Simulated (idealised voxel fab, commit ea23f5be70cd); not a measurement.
process module | voxel trench capacitor
cross-section cut | 230 nm wide | cells 5 nm
A cross-section is a grid of square cells, given in bands from the top down. A band is one or more rows of cells.
Each band's line starts with the height of the band's top and of its bottom, in nm. Then come its materials from left to right, each with its width in nm. One material with "throughout" fills the band from edge to edge. "air" is empty space.
Height 0 is the level under which the wafer as received is all one material. The lowest band goes on downwards, as in "0 down".
A width such as "30 to 40" changes by the same amount from each row of cells to the next, from the band's top row to its bottom row.
"no change" after a step means that no cell of the cross-section changed.
closed voids: empty space of 8 cells or more with no open way to the top, each as width x height at its distance from the left edge, in nm
after a step's settings: what the simulator itself notes on the step
overlay nm, on a step with a mask: how far to the right of its planned place the mask lay; to the left if negative
plan
1 op RECEIVE | material Si
2 op CONFORMAL_DEP | material SiN | thk nm 5
3 op DIRECTIONAL_DEP | material aC | thk nm 15
4 op PATTERN | tone open | mask id TRENCH | material resist | width nm 20 | pitch nm 40 | thk nm 30 | overlay nm 0
5 op DIRECTIONAL_ETCH | etch materials aC | depth nm 15
6 op STRIP | etch materials resist
7 op DIRECTIONAL_ETCH | etch materials SiN | depth nm 5
8 op DIRECTIONAL_ETCH | etch materials Si | depth nm 25
9 op STRIP | etch materials aC
10 op CONFORMAL_DEP | material SiO2 | thk nm 5
11 op FILL_DEP | material polySi | thk nm 10
12 op CMP | height nm 5
as received, after step 1
  0 down: Si throughout
  closed voids: none
first wafer at the end, as planned
  5 to 0: SiN 85 | SiO2 5 | polySi 10 | SiO2 5 | SiN 20 | SiO2 5 | polySi 10 | SiO2 5 | SiN 85
  0 to -20: Si 85 | SiO2 5 | polySi 10 | SiO2 5 | Si 20 | SiO2 5 | polySi 10 | SiO2 5 | Si 85
  -20 to -25: Si 85 | SiO2 20 | Si 20 | SiO2 20 | Si 85
  -25 down: Si throughout
  closed voids: none
second wafer at the end: like start, like plan, one mistake
  -5 to -20: Si 85 | SiO2 5 | polySi 10 | SiO2 5 | Si 20 | SiO2 5 | polySi 10 | SiO2 5 | Si 85
  -20 to -25: Si 85 | SiO2 20 | Si 20 | SiO2 20 | Si 85
  -25 down: Si throughout
  closed voids: none
what went wrong: step 12 ran as: op CMP | height nm -5
at the end the second wafer has, in cells: 38 fewer of Si | 38 fewer of SiN | 8 fewer of SiO2 | 8 fewer of polySi
